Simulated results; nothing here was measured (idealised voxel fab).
Documented hereafter: the process module known as voxel capacitor over wiring.
Pictured: cross-section cut, 240 nm wide, on a grid of 5 nm square cells.
Square cells in a grid make up a cross-section in this document, and the grid is given as bands, listed from the top down, each one or more rows of cells.
Band: top height; bottom height; in nm. Then, left to right: material with width in nm, for each material. "edge to edge": a single material spanning edge to edge. "air": empty space.
Convention: height 0 is the level below which the wafer, as received, is all one material. The lowest band does not terminate at the bottom but continues downward, represented as "0..down".
You'd read "30 to 40" like this: the band's top row of cells is as wide as the first number, its bottom row is as wide as the second, and going down, every row changes width by the same amount as the row before did.
"all unchanged" (step): cross-section cells unchanged, all of them.
"Enclosed void entries" - sealed voids, min. 8 cells, no opening to top; format: width x height at distance (distance from left edge; nm throughout).
Heads up: the bit after the settings on a step's line is the simulator's remark on that step.
A step's line can hold "overlay nm"; with a mask on that step, the setting says how far right of the planned place the mask lay, while a negative setting says it lay to the left.
Before/after cross-section pairs, one process step each; after shown to lowest changed band; step and settings beneath. Pairs may be from different runs of this module on the same starting wafer; a pair continues from the one above only where its "before" entry says so.

[before]
    105..90  80 resist; 15 air; 145 resist
    90..80  SiO2 edge to edge
    80..75  70 SiO2; 70 TiN; 100 SiO2
    75..70  70 SiO2; 70 Al2O3; 100 SiO2
    70..65  65 SiO2; 80 TiN; 95 SiO2
    65..50  70 SiO2; 5 TiN; 5 Ru; 5 TiN; 155 SiO2
    50..45  70 SiCN; 15 TiN; 155 SiCN
    45..35  55 lowk; 5 SiN; 25 W; 5 SiN; 55 lowk; 5 SiN; 25 W; 5 SiN; 60 lowk
    35..30  60 SiN; 25 TiN; 65 SiN; 25 TiN; 65 SiN
    30..0  SiO2 edge to edge
    0..down  Si edge to edge
    Enclosed void entries: none

[After the Step]
    105..90  80 resist; 15 air; 145 resist
    90..80  80 SiO2; 15 air; 145 SiO2
    All layers under 80 are left as they were.
    Enclosed void entries: none
What process step lies between the two cross-sections above? DIRECTIONAL_ETCH, etch materials SiO2, depth nm 10

before: For the state before this step, see the after cross-section of the pair located directly above.

[After the Step]
    90..80  80 SiO2; 15 air; 145 SiO2
    All layers under 80 are left as they were.
    Enclosed void entries: none
What process step lies between the two cross-sections above? STRIP, etch materials resist

before: For the state before this step, see the after cross-section of the pair located directly above.

[After the Step]
    95..90  85 TiN; 5 air; 150 TiN
    90..85  80 SiO2; 5 TiN; 5 air; 5 TiN; 145 SiO2
    85..75  80 to 70 SiO2; 15 to 70 TiN; 145 to 100 SiO2
    All layers under 75 are left as they were.
    Enclosed void entries: none
What process step lies between the two cross-sections above? CONFORMAL_DEP, material TiN, thk nm 5

before: For the state before this step, see the after cross-section of the pair located directly above.

[After the Step]
    100..95  Ru edge to edge
    95..90  85 TiN; 5 Ru; 150 TiN
    90..85  80 SiO2; 5 TiN; 5 Ru; 5 TiN; 145 SiO2
    All layers under 85 are left as they were.
    Enclosed void entries: none
What process step lies between the two cross-sections above? FILL_DEP, material Ru, thk nm 5

before: For the state before this step, see the after cross-section of the pair located directly above.

[After the Step]
    90..85  80 SiO2; 5 TiN; 5 Ru; 5 TiN; 145 SiO2
    All layers under 85 are left as they were.
    Enclosed void entries: none
What process step lies between the two cross-sections above? CMP, height nm 90

before: For the state before this step, see the after cross-section of the pair located directly above.

[After the Step]
    95..90  SiN edge to edge
    All layers under 90 are left as they were.
    Enclosed void entries: none
What process step lies between the two cross-sections above? CONFORMAL_DEP, material SiN, thk nm 5

[before]
    45..20  55 lowk; 5 SiN; 25 W; 5 SiN; 55 lowk; 5 SiN; 25 W; 5 SiN; 60 lowk
    20..15  60 SiN; 25 TiN; 65 SiN; 25 TiN; 65 SiN
    15..0  SiO2 edge to edge
    0..down  Si edge to edge
    Enclosed void entries: none

[After the Step]
    60..45  SiO2 edge to edge
    All layers under 45 are left as they were.
    Enclosed void entries: none
What process step lies between the two cross-sections above? DIRECTIONAL_DEP, material SiO2, thk nm 15

before: For the state before this step, see the after cross-section of the pair located directly above.

[After the Step]
    65..60  SiCN edge to edge
    All layers under 60 are left as they were.
    Enclosed void entries: none
What process step lies between the two cross-sections above? CONFORMAL_DEP, material SiCN, thk nm 5

before: For the state before this step, see the after cross-section of the pair located directly above.

[After the Step]
    80..65  aC edge to edge
    All layers under 65 are left as they were.
    Enclosed void entries: none
What process step lies between the two cross-sections above? DIRECTIONAL_DEP, material aC, thk nm 15

before: For the state before this step, see the after cross-section of the pair located directly above.

[After the Step]
    110..80  70 resist; 15 air; 155 resist
    All layers under 80 are left as they were.
    Enclosed void entries: none
What process step lies between the two cross-sections above? PATTERN, tone open, mask id PLUG_1, material resist, width nm 15, thk nm 30, overlay nm 0

before: For the state before this step, see the after cross-section of the pair located directly above.

[After the Step]
    95..80  70 resist; 15 air; 155 resist
    80..65  70 aC; 15 air; 155 aC
    All layers under 65 are left as they were.
    Enclosed void entries: none
What process step lies between the two cross-sections above? DIRECTIONAL_ETCH, etch materials aC, depth nm 15

before: For the state before this step, see the after cross-section of the pair located directly above.

[After the Step]
    80..65  70 aC; 15 air; 155 aC
    All layers under 65 are left as they were.
    Enclosed void entries: none
What process step lies between the two cross-sections above? STRIP, etch materials resist

before: For the state before this step, see the after cross-section of the pair located directly above.

[After the Step]
    80..65  70 aC; 15 air; 155 aC
    65..60  70 SiCN; 15 air; 155 SiCN
    All layers under 60 are left as they were.
    Enclosed void entries: none
What process step lies between the two cross-sections above? DIRECTIONAL_ETCH, etch materials SiCN, depth nm 5

before: For the state before this step, see the after cross-section of the pair located directly above.

[After the Step]
    65..60  70 SiCN; 15 air; 155 SiCN
    All layers under 60 are left as they were.
    Enclosed void entries: none
What process step lies between the two cross-sections above? STRIP, etch materials aC

before: For the state before this step, see the after cross-section of the pair located directly above.

[After the Step]
    70..65  75 TiN; 5 air; 160 TiN
    65..60  70 SiCN; 15 TiN; 155 SiCN
    All layers under 60 are left as they were.
    Enclosed void entries: none
What process step lies between the two cross-sections above? CONFORMAL_DEP, material TiN, thk nm 5

before: For the state before this step, see the after cross-section of the pair located directly above.

[After the Step]
    80..70  Ru edge to edge
    70..65  75 TiN; 5 Ru; 160 TiN
    All layers under 65 are left as they were.
    Enclosed void entries: none
What process step lies between the two cross-sections above? FILL_DEP, material Ru, thk nm 10

before: For the state before this step, see the after cross-section of the pair located directly above.

[After the Step]
    65..60  70 SiCN; 15 TiN; 155 SiCN
    All layers under 60 are left as they were.
    Enclosed void entries: none
What process step lies between the two cross-sections above? CMP, height nm 65

before: For the state before this step, see the after cross-section of the pair located directly above.

[After the Step]
    70..65  TiN edge to edge
    All layers under 65 are left as they were.
    Enclosed void entries: none
What process step lies between the two cross-sections above? DIRECTIONAL_DEP, material TiN, thk nm 5

before: For the state before this step, see the after cross-section of the pair located directly above.

[After the Step]
    75..70  Al2O3 edge to edge
    All layers under 70 are left as they were.
    Enclosed void entries: none
What process step lies between the two cross-sections above? DIRECTIONAL_DEP, material Al2O3, thk nm 5

before: For the state before this step, see the after cross-section of the pair located directly above.

[After the Step]
    80..75  TiN edge to edge
    All layers under 75 are left as they were.
    Enclosed void entries: none
What process step lies between the two cross-sections above? DIRECTIONAL_DEP, material TiN, thk nm 5

before: For the state before this step, see the after cross-section of the pair located directly above.

[After the Step]
    90..80  aC edge to edge
    All layers under 80 are left as they were.
    Enclosed void entries: none
What process step lies between the two cross-sections above? DIRECTIONAL_DEP, material aC, thk nm 10

before: For the state before this step, see the after cross-section of the pair located directly above.

[After the Step]
    115..90  70 air; 70 resist; 100 air
    All layers under 90 are left as they were.
    Enclosed void entries: none
What process step lies between the two cross-sections above? PATTERN, tone cover, mask id UPPER_PLATE, material resist, width nm 70, thk nm 25, overlay nm 0

before: For the state before this step, see the after cross-section of the pair located directly above.

[After the Step]
    105..90  70 air; 70 resist; 100 air
    90..80  70 air; 70 aC; 100 air
    All layers under 80 are left as they were.
    Enclosed void entries: none
What process step lies between the two cross-sections above? DIRECTIONAL_ETCH, etch materials aC, depth nm 10

before: For the state before this step, see the after cross-section of the pair located directly above.

[After the Step]
    90..80  70 air; 70 aC; 100 air
    All layers under 80 are left as they were.
    Enclosed void entries: none
What process step lies between the two cross-sections above? STRIP, etch materials resist

before: For the state before this step, see the after cross-section of the pair located directly above.

[After the Step]
    90..80  70 air; 70 aC; 100 air
    80..75  70 air; 70 TiN; 100 air
    All layers under 75 are left as they were.
    Enclosed void entries: none
What process step lies between the two cross-sections above? DIRECTIONAL_ETCH, etch materials TiN, depth nm 5

before: For the state before this step, see the after cross-section of the pair located directly above.

[After the Step]
    90..80  70 air; 70 aC; 100 air
    80..75  70 air; 70 TiN; 100 air
    75..70  70 air; 70 Al2O3; 100 air
    All layers under 70 are left as they were.
    Enclosed void entries: none
What process step lies between the two cross-sections above? DIRECTIONAL_ETCH, etch materials Al2O3, depth nm 5

before: For the state before this step, see the after cross-section of the pair located directly above.

[After the Step]
    80..75  70 air; 70 TiN; 100 air
    All layers under 75 are left as they were.
    Enclosed void entries: none
What process step lies between the two cross-sections above? STRIP, etch materials aC

before: For the state before this step, see the after cross-section of the pair located directly above.

[After the Step]
    95..80  65 air; 80 resist; 95 air
    80..75  65 air; 5 resist; 70 TiN; 5 resist; 95 air
    75..70  65 air; 5 resist; 70 Al2O3; 5 resist; 95 air
    All layers under 70 are left as they were.
    Enclosed void entries: none
What process step lies between the two cross-sections above? PATTERN, tone cover, mask id LOWER_PLATE, material resist, width nm 80, thk nm 15, overlay nm 0

before: For the state before this step, see the after cross-section of the pair located directly above.

[After the Step]
    95..80  65 air; 80 resist; 95 air
    80..75  65 air; 5 resist; 70 TiN; 5 resist; 95 air
    75..70  65 air; 5 resist; 70 Al2O3; 5 resist; 95 air
    70..65  65 air; 80 TiN; 95 air
    All layers under 65 are left as they were.
    Enclosed void entries: none
What process step lies between the two cross-sections above? DIRECTIONAL_ETCH, etch materials TiN, depth nm 5

before: For the state before this step, see the after cross-section of the pair located directly above.

[After the Step]
    80..75  70 air; 70 TiN; 100 air
    75..70  70 air; 70 Al2O3; 100 air
    All layers under 70 are left as they were.
    Enclosed void entries: none
What process step lies between the two cross-sections above? STRIP, etch materials resist

before: For the state before this step, see the after cross-section of the pair located directly above.

[After the Step]
    95..80  SiO2 edge to edge
    80..75  70 SiO2; 70 TiN; 100 SiO2
    75..70  70 SiO2; 70 Al2O3; 100 SiO2
    70..65  65 SiO2; 80 TiN; 95 SiO2
    All layers under 65 are left as they were.
    Enclosed void entries: none
What process step lies between the two cross-sections above? FILL_DEP, material SiO2, thk nm 15

before: For the state before this step, see the after cross-section of the pair located directly above.

[After the Step]
    90..80  SiO2 edge to edge
    All layers under 80 are left as they were.
    Enclosed void entries: none
What process step lies between the two cross-sections above? CMP, height nm 90

before: For the state before this step, see the after cross-section of the pair located directly above.

[After the Step]
    105..90  80 resist; 15 air; 145 resist
    All layers under 90 are left as they were.
    Enclosed void entries: none
What process step lies between the two cross-sections above? PATTERN, tone open, mask id PLUG_2, material resist, width nm 15, thk nm 15, overlay nm 0

before: For the state before this step, see the after cross-section of the pair located directly above.

[After the Step]
    105..90  80 resist; 15 air; 145 resist
    90..80  80 SiO2; 15 air; 145 SiO2
    All layers under 80 are left as they were.
    Enclosed void entries: none
What process step lies between the two cross-sections above? DIRECTIONAL_ETCH, etch materials SiO2, depth nm 10

before: For the state before this step, see the after cross-section of the pair located directly above.

[After the Step]
    90..80  80 SiO2; 15 air; 145 SiO2
    All layers under 80 are left as they were.
    Enclosed void entries: none
What process step lies between the two cross-sections above? STRIP, etch materials resist

before: For the state before this step, see the after cross-section of the pair located directly above.

[After the Step]
    95..90  85 TiN; 5 air; 150 TiN
    90..85  80 SiO2; 5 TiN; 5 air; 5 TiN; 145 SiO2
    85..75  80 to 70 SiO2; 15 to 70 TiN; 145 to 100 SiO2
    All layers under 75 are left as they were.
    Enclosed void entries: none
What process step lies between the two cross-sections above? CONFORMAL_DEP, material TiN, thk nm 5

before: For the state before this step, see the after cross-section of the pair located directly above.

[After the Step]
    100..95  Ru edge to edge
    95..90  85 TiN; 5 Ru; 150 TiN
    90..85  80 SiO2; 5 TiN; 5 Ru; 5 TiN; 145 SiO2
    All layers under 85 are left as they were.
    Enclosed void entries: none
What process step lies between the two cross-sections above? FILL_DEP, material Ru, thk nm 5

before: For the state before this step, see the after cross-section of the pair located directly above.

[After the Step]
    90..85  80 SiO2; 5 TiN; 5 Ru; 5 TiN; 145 SiO2
    All layers under 85 are left as they were.
    Enclosed void entries: none
What process step lies between the two cross-sections above? CMP, height nm 90

before: For the state before this step, see the after cross-section of the pair located directly above.

[After the Step]
    95..90  SiN edge to edge
    All layers under 90 are left as they were.
    Enclosed void entries: none
What process step lies between the two cross-sections above? CONFORMAL_DEP, material SiN, thk nm 5

[before]
    80..70  Ru edge to edge
    70..65  75 TiN; 5 Ru; 160 TiN
    65..50  70 SiO2; 5 TiN; 5 Ru; 5 TiN; 155 SiO2
    50..45  70 SiCN; 15 TiN; 155 SiCN
    45..20  55 lowk; 5 SiN; 25 W; 5 SiN; 55 lowk; 5 SiN; 25 W; 5 SiN; 60 lowk
    20..15  60 SiN; 25 TiN; 65 SiN; 25 TiN; 65 SiN
    15..0  SiO2 edge to edge
    0..down  Si edge to edge
    Enclosed void entries: none

[After the Step]
    75..70  Ru edge to edge
    All layers under 70 are left as they were.
    Enclosed void entries: none
What process step lies between the two cross-sections above? CMP, height nm 75

before: For the state before this step, see the after cross-section of the pair located directly above.

[After the Step]
    80..75  TiN edge to edge
    All layers under 75 are left as they were.
    Enclosed void entries: none
What process step lies between the two cross-sections above? DIRECTIONAL_DEP, material TiN, thk nm 5

before: For the state before this step, see the after cross-section of the pair located directly above.

[After the Step]
    85..80  Al2O3 edge to edge
    All layers under 80 are left as they were.
    Enclosed void entries: none
What process step lies between the two cross-sections above? DIRECTIONAL_DEP, material Al2O3, thk nm 5

before: For the state before this step, see the after cross-section of the pair located directly above.

[After the Step]
    90..85  TiN edge to edge
    All layers under 85 are left as they were.
    Enclosed void entries: none
What process step lies between the two cross-sections above? DIRECTIONAL_DEP, material TiN, thk nm 5

before: For the state before this step, see the after cross-section of the pair located directly above.

[After the Step]
    100..90  aC edge to edge
    All layers under 90 are left as they were.
    Enclosed void entries: none
What process step lies between the two cross-sections above? DIRECTIONAL_DEP, material aC, thk nm 10

before: For the state before this step, see the after cross-section of the pair located directly above.

[After the Step]
    125..100  70 air; 70 resist; 100 air
    All layers under 100 are left as they were.
    Enclosed void entries: none
What process step lies between the two cross-sections above? PATTERN, tone cover, mask id UPPER_PLATE, material resist, width nm 70, thk nm 25, overlay nm 0

before: For the state before this step, see the after cross-section of the pair located directly above.

[After the Step]
    115..100  70 air; 70 resist; 100 air
    100..90  70 air; 70 aC; 100 air
    All layers under 90 are left as they were.
    Enclosed void entries: none
What process step lies between the two cross-sections above? DIRECTIONAL_ETCH, etch materials aC, depth nm 10

before: For the state before this step, see the after cross-section of the pair located directly above.

[After the Step]
    100..90  70 air; 70 aC; 100 air
    All layers under 90 are left as they were.
    Enclosed void entries: none
What process step lies between the two cross-sections above? STRIP, etch materials resist

before: For the state before this step, see the after cross-section of the pair located directly above.

[After the Step]
    100..90  70 air; 70 aC; 100 air
    90..85  70 air; 70 TiN; 100 air
    All layers under 85 are left as they were.
    Enclosed void entries: none
What process step lies between the two cross-sections above? DIRECTIONAL_ETCH, etch materials TiN, depth nm 5

before: For the state before this step, see the after cross-section of the pair located directly above.

[After the Step]
    100..90  70 air; 70 aC; 100 air
    90..85  70 air; 70 TiN; 100 air
    85..80  70 air; 70 Al2O3; 100 air
    All layers under 80 are left as they were.
    Enclosed void entries: none
What process step lies between the two cross-sections above? DIRECTIONAL_ETCH, etch materials Al2O3, depth nm 5

before: For the state before this step, see the after cross-section of the pair located directly above.

[After the Step]
    90..85  70 air; 70 TiN; 100 air
    All layers under 85 are left as they were.
    Enclosed void entries: none
What process step lies between the two cross-sections above? STRIP, etch materials aC

before: For the state before this step, see the after cross-section of the pair located directly above.

[After the Step]
    105..90  65 air; 80 resist; 95 air
    90..85  65 air; 5 resist; 70 TiN; 5 resist; 95 air
    85..80  65 air; 5 resist; 70 Al2O3; 5 resist; 95 air
    All layers under 80 are left as they were.
    Enclosed void entries: none
What process step lies between the two cross-sections above? PATTERN, tone cover, mask id LOWER_PLATE, material resist, width nm 80, thk nm 15, overlay nm 0

before: For the state before this step, see the after cross-section of the pair located directly above.

[After the Step]
    105..90  65 air; 80 resist; 95 air
    90..85  65 air; 5 resist; 70 TiN; 5 resist; 95 air
    85..80  65 air; 5 resist; 70 Al2O3; 5 resist; 95 air
    80..75  65 air; 80 TiN; 95 air
    All layers under 75 are left as they were.
    Enclosed void entries: none
What process step lies between the two cross-sections above? DIRECTIONAL_ETCH, etch materials TiN, depth nm 5

before: For the state before this step, see the after cross-section of the pair located directly above.

[After the Step]
    90..85  70 air; 70 TiN; 100 air
    85..80  70 air; 70 Al2O3; 100 air
    All layers under 80 are left as they were.
    Enclosed void entries: none
What process step lies between the two cross-sections above? STRIP, etch materials resist

before: For the state before this step, see the after cross-section of the pair located directly above.

[After the Step]
    105..90  SiO2 edge to edge
    90..85  70 SiO2; 70 TiN; 100 SiO2
    85..80  70 SiO2; 70 Al2O3; 100 SiO2
    80..75  65 SiO2; 80 TiN; 95 SiO2
    All layers under 75 are left as they were.
    Enclosed void entries: none
What process step lies between the two cross-sections above? FILL_DEP, material SiO2, thk nm 15

before: For the state before this step, see the after cross-section of the pair located directly above.

[After the Step]
    90..85  70 SiO2; 70 TiN; 100 SiO2
    All layers under 85 are left as they were.
    Enclosed void entries: none
What process step lies between the two cross-sections above? CMP, height nm 90

before: For the state before this step, see the after cross-section of the pair located directly above.

[After the Step]
    105..90  80 resist; 15 air; 145 resist
    All layers under 90 are left as they were.
    Enclosed void entries: none
What process step lies between the two cross-sections above? PATTERN, tone open, mask id PLUG_2, material resist, width nm 15, thk nm 15, overlay nm 0

before: For the state before this step, see the after cross-section of the pair located directly above.

[After the Step]
    90..85  70 SiO2; 70 TiN; 100 SiO2
    All layers under 85 are left as they were.
    Enclosed void entries: none
What process step lies between the two cross-sections above? STRIP, etch materials resist

before: For the state before this step, see the after cross-section of the pair located directly above.

[After the Step]
    95..90  TiN edge to edge
    All layers under 90 are left as they were.
    Enclosed void entries: none
What process step lies between the two cross-sections above? CONFORMAL_DEP, material TiN, thk nm 5

before: For the state before this step, see the after cross-section of the pair located directly above.

[After the Step]
    100..95  Ru edge to edge
    All layers under 95 are left as they were.
    Enclosed void entries: none
What process step lies between the two cross-sections above? FILL_DEP, material Ru, thk nm 5

before: For the state before this step, see the after cross-section of the pair located directly above.

[After the Step]
    90..85  70 SiO2; 70 TiN; 100 SiO2
    All layers under 85 are left as they were.
    Enclosed void entries: none
What process step lies between the two cross-sections above? CMP, height nm 90

before: For the state before this step, see the after cross-section of the pair located directly above.

[After the Step]
    95..90  SiN edge to edge
    All layers under 90 are left as they were.
    Enclosed void entries: none
What process step lies between the two cross-sections above? CONFORMAL_DEP, material SiN, thk nm 5

[before]
    90..80  aC edge to edge
    80..75  TiN edge to edge
    75..70  Al2O3 edge to edge
    70..65  TiN edge to edge
    65..50  70 SiO2; 5 TiN; 5 Ru; 5 TiN; 155 SiO2
    50..45  70 SiCN; 15 TiN; 155 SiCN
    45..20  55 lowk; 5 SiN; 25 W; 5 SiN; 55 lowk; 5 SiN; 25 W; 5 SiN; 60 lowk
    20..15  60 SiN; 25 TiN; 65 SiN; 25 TiN; 65 SiN
    15..0  SiO2 edge to edge
    0..down  Si edge to edge
    Enclosed void entries: none

[After the Step]
    115..90  65 air; 80 resist; 95 air
    All layers under 90 are left as they were.
    Enclosed void entries: none
What process step lies between the two cross-sections above? PATTERN, tone cover, mask id UPPER_PLATE, material resist, width nm 80, thk nm 25, overlay nm 0

before: For the state before this step, see the after cross-section of the pair located directly above.

[After the Step]
    105..90  65 air; 80 resist; 95 air
    90..80  65 air; 80 aC; 95 air
    All layers under 80 are left as they were.
    Enclosed void entries: none
What process step lies between the two cross-sections above? DIRECTIONAL_ETCH, etch materials aC, depth nm 10

before: For the state before this step, see the after cross-section of the pair located directly above.

[After the Step]
    90..80  65 air; 80 aC; 95 air
    All layers under 80 are left as they were.
    Enclosed void entries: none
What process step lies between the two cross-sections above? STRIP, etch materials resist

before: For the state before this step, see the after cross-section of the pair located directly above.

[After the Step]
    90..80  65 air; 80 aC; 95 air
    80..75  65 air; 80 TiN; 95 air
    All layers under 75 are left as they were.
    Enclosed void entries: none
What process step lies between the two cross-sections above? DIRECTIONAL_ETCH, etch materials TiN, depth nm 5

before: For the state before this step, see the after cross-section of the pair located directly above.

[After the Step]
    90..80  65 air; 80 aC; 95 air
    80..75  65 air; 80 TiN; 95 air
    75..70  65 air; 80 Al2O3; 95 air
    All layers under 70 are left as they were.
    Enclosed void entries: none
What process step lies between the two cross-sections above? DIRECTIONAL_ETCH, etch materials Al2O3, depth nm 5

before: For the state before this step, see the after cross-section of the pair located directly above.

[After the Step]
    80..75  65 air; 80 TiN; 95 air
    All layers under 75 are left as they were.
    Enclosed void entries: none
What process step lies between the two cross-sections above? STRIP, etch materials aC

before: For the state before this step, see the after cross-section of the pair located directly above.

[After the Step]
    95..80  65 air; 80 resist; 95 air
    All layers under 80 are left as they were.
    Enclosed void entries: none
What process step lies between the two cross-sections above? PATTERN, tone cover, mask id LOWER_PLATE, material resist, width nm 80, thk nm 15, overlay nm 0

before: For the state before this step, see the after cross-section of the pair located directly above.

[After the Step]
    95..80  65 air; 80 resist; 95 air
    80..75  65 air; 80 TiN; 95 air
    75..70  65 air; 80 Al2O3; 95 air
    70..65  65 air; 80 TiN; 95 air
    All layers under 65 are left as they were.
    Enclosed void entries: none
What process step lies between the two cross-sections above? DIRECTIONAL_ETCH, etch materials TiN, depth nm 5

before: For the state before this step, see the after cross-section of the pair located directly above.

[After the Step]
    80..75  65 air; 80 TiN; 95 air
    All layers under 75 are left as they were.
    Enclosed void entries: none
What process step lies between the two cross-sections above? STRIP, etch materials resist

before: For the state before this step, see the after cross-section of the pair located directly above.

[After the Step]
    95..80  SiO2 edge to edge
    80..75  65 SiO2; 80 TiN; 95 SiO2
    75..70  65 SiO2; 80 Al2O3; 95 SiO2
    70..65  65 SiO2; 80 TiN; 95 SiO2
    All layers under 65 are left as they were.
    Enclosed void entries: none
What process step lies between the two cross-sections above? FILL_DEP, material SiO2, thk nm 15

before: For the state before this step, see the after cross-section of the pair located directly above.

[After the Step]
    90..80  SiO2 edge to edge
    All layers under 80 are left as they were.
    Enclosed void entries: none
What process step lies between the two cross-sections above? CMP, height nm 90

before: For the state before this step, see the after cross-section of the pair located directly above.

[After the Step]
    105..90  80 resist; 15 air; 145 resist
    All layers under 90 are left as they were.
    Enclosed void entries: none
What process step lies between the two cross-sections above? PATTERN, tone open, mask id PLUG_2, material resist, width nm 15, thk nm 15, overlay nm 0

before: For the state before this step, see the after cross-section of the pair located directly above.

[After the Step]
    105..90  80 resist; 15 air; 145 resist
    90..80  80 SiO2; 15 air; 145 SiO2
    All layers under 80 are left as they were.
    Enclosed void entries: none
What process step lies between the two cross-sections above? DIRECTIONAL_ETCH, etch materials SiO2, depth nm 10

before: For the state before this step, see the after cross-section of the pair located directly above.

[After the Step]
    90..80  80 SiO2; 15 air; 145 SiO2
    All layers under 80 are left as they were.
    Enclosed void entries: none
What process step lies between the two cross-sections above? STRIP, etch materials resist

before: For the state before this step, see the after cross-section of the pair located directly above.

[After the Step]
    95..90  85 TiN; 5 air; 150 TiN
    90..85  80 SiO2; 5 TiN; 5 air; 5 TiN; 145 SiO2
    85..75  80 to 65 SiO2; 15 to 80 TiN; 145 to 95 SiO2
    All layers under 75 are left as they were.
    Enclosed void entries: none
What process step lies between the two cross-sections above? CONFORMAL_DEP, material TiN, thk nm 5

before: For the state before this step, see the after cross-section of the pair located directly above.

[After the Step]
    100..95  Ru edge to edge
    95..90  85 TiN; 5 Ru; 150 TiN
    90..85  80 SiO2; 5 TiN; 5 Ru; 5 TiN; 145 SiO2
    All layers under 85 are left as they were.
    Enclosed void entries: none
What process step lies between the two cross-sections above? FILL_DEP, material Ru, thk nm 5

before: For the state before this step, see the after cross-section of the pair located directly above.

[After the Step]
    90..85  80 SiO2; 5 TiN; 5 Ru; 5 TiN; 145 SiO2
    All layers under 85 are left as they were.
    Enclosed void entries: none
What process step lies between the two cross-sections above? CMP, height nm 90

before: For the state before this step, see the after cross-section of the pair located directly above.

[After the Step]
    95..90  SiN edge to edge
    All layers under 90 are left as they were.
    Enclosed void entries: none
What process step lies between the two cross-sections above? CONFORMAL_DEP, material SiN, thk nm 5

[before]
    90..80  SiO2 edge to edge
    80..75  70 SiO2; 70 TiN; 100 SiO2
    75..70  70 SiO2; 70 Al2O3; 100 SiO2
    70..65  65 SiO2; 80 TiN; 95 SiO2
    65..50  70 SiO2; 5 TiN; 5 Ru; 5 TiN; 155 SiO2
    50..45  70 SiCN; 15 TiN; 155 SiCN
    45..20  55 lowk; 5 SiN; 25 W; 5 SiN; 55 lowk; 5 SiN; 25 W; 5 SiN; 60 lowk
    20..15  60 SiN; 25 TiN; 65 SiN; 25 TiN; 65 SiN
    15..0  SiO2 edge to edge
    0..down  Si edge to edge
    Enclosed void entries: none

[After the Step]
    105..90  70 resist; 15 air; 155 resist
    All layers under 90 are left as they were.
    Enclosed void entries: none
What process step lies between the two cross-sections above? PATTERN, tone open, mask id PLUG_2, material resist, width nm 15, thk nm 15, overlay nm -10

before: For the state before this step, see the after cross-section of the pair located directly above.

[After the Step]
    105..90  70 resist; 15 air; 155 resist
    90..80  70 SiO2; 15 air; 155 SiO2
    All layers under 80 are left as they were.
    Enclosed void entries: none
What process step lies between the two cross-sections above? DIRECTIONAL_ETCH, etch materials SiO2, depth nm 10

before: For the state before this step, see the after cross-section of the pair located directly above.

[After the Step]
    90..80  70 SiO2; 15 air; 155 SiO2
    All layers under 80 are left as they were.
    Enclosed void entries: none
What process step lies between the two cross-sections above? STRIP, etch materials resist

before: For the state before this step, see the after cross-section of the pair located directly above.

[After the Step]
    95..90  75 TiN; 5 air; 160 TiN
    90..85  70 SiO2; 5 TiN; 5 air; 5 TiN; 155 SiO2
    85..75  70 SiO2; 15 to 70 TiN; 155 to 100 SiO2
    All layers under 75 are left as they were.
    Enclosed void entries: none
What process step lies between the two cross-sections above? CONFORMAL_DEP, material TiN, thk nm 5

before: For the state before this step, see the after cross-section of the pair located directly above.

[After the Step]
    100..95  Ru edge to edge
    95..90  75 TiN; 5 Ru; 160 TiN
    90..85  70 SiO2; 5 TiN; 5 Ru; 5 TiN; 155 SiO2
    All layers under 85 are left as they were.
    Enclosed void entries: none
What process step lies between the two cross-sections above? FILL_DEP, material Ru, thk nm 5

before: For the state before this step, see the after cross-section of the pair located directly above.

[After the Step]
    90..85  70 SiO2; 5 TiN; 5 Ru; 5 TiN; 155 SiO2
    All layers under 85 are left as they were.
    Enclosed void entries: none
What process step lies between the two cross-sections above? CMP, height nm 90

before: For the state before this step, see the after cross-section of the pair located directly above.

[After the Step]
    95..90  SiN edge to edge
    All layers under 90 are left as they were.
    Enclosed void entries: none
What process step lies between the two cross-sections above? CONFORMAL_DEP, material SiN, thk nm 5

[before]
    80..75  TiN edge to edge
    75..70  Al2O3 edge to edge
    70..65  TiN edge to edge
    65..50  70 SiO2; 5 TiN; 5 Ru; 5 TiN; 155 SiO2
    50..45  70 SiCN; 15 TiN; 155 SiCN
    45..20  55 lowk; 5 SiN; 25 W; 5 SiN; 55 lowk; 5 SiN; 25 W; 5 SiN; 60 lowk
    20..15  60 SiN; 25 TiN; 65 SiN; 25 TiN; 65 SiN
    15..0  SiO2 edge to edge
    0..down  Si edge to edge
    Enclosed void entries: none

[After the Step]
    90..80  Al2O3 edge to edge
    All layers under 80 are left as they were.
    Enclosed void entries: none
What process step lies between the two cross-sections above? DIRECTIONAL_DEP, material Al2O3, thk nm 10

before: For the state before this step, see the after cross-section of the pair located directly above.

[After the Step]
    115..90  70 air; 70 resist; 100 air
    All layers under 90 are left as they were.
    Enclosed void entries: none
What process step lies between the two cross-sections above? PATTERN, tone cover, mask id UPPER_PLATE, material resist, width nm 70, thk nm 25, overlay nm 0

before: For the state before this step, see the after cross-section of the pair located directly above.

[After the Step]
    105..90  70 air; 70 resist; 100 air
    All layers under 90 are left as they were.
    Enclosed void entries: none
What process step lies between the two cross-sections above? DIRECTIONAL_ETCH, etch materials aC, depth nm 10

before: For the state before this step, see the after cross-section of the pair located directly above.

[After the Step]
    90..80  Al2O3 edge to edge
    All layers under 80 are left as they were.
    Enclosed void entries: none
What process step lies between the two cross-sections above? STRIP, etch materials resist

before: For the state before this step, see the after cross-section of the pair located directly above.

[After the Step]
    85..80  Al2O3 edge to edge
    All layers under 80 are left as they were.
    Enclosed void entries: none
What process step lies between the two cross-sections above? DIRECTIONAL_ETCH, etch materials Al2O3, depth nm 5

before: For the state before this step, see the after cross-section of the pair located directly above.

[After the Step]
    100..85  65 air; 80 resist; 95 air
    All layers under 85 are left as they were.
    Enclosed void entries: none
What process step lies between the two cross-sections above? PATTERN, tone cover, mask id LOWER_PLATE, material resist, width nm 80, thk nm 15, overlay nm 0

before: For the state before this step, see the after cross-section of the pair located directly above.

[After the Step]
    85..80  Al2O3 edge to edge
    All layers under 80 are left as they were.
    Enclosed void entries: none
What process step lies between the two cross-sections above? STRIP, etch materials resist

before: For the state before this step, see the after cross-section of the pair located directly above.

[After the Step]
    100..85  SiO2 edge to edge
    All layers under 85 are left as they were.
    Enclosed void entries: none
What process step lies between the two cross-sections above? FILL_DEP, material SiO2, thk nm 15

before: For the state before this step, see the after cross-section of the pair located directly above.

[After the Step]
    90..85  SiO2 edge to edge
    All layers under 85 are left as they were.
    Enclosed void entries: none
What process step lies between the two cross-sections above? CMP, height nm 90

before: For the state before this step, see the after cross-section of the pair located directly above.

[After the Step]
    105..90  80 resist; 15 air; 145 resist
    All layers under 90 are left as they were.
    Enclosed void entries: none
What process step lies between the two cross-sections above? PATTERN, tone open, mask id PLUG_2, material resist, width nm 15, thk nm 15, overlay nm 0
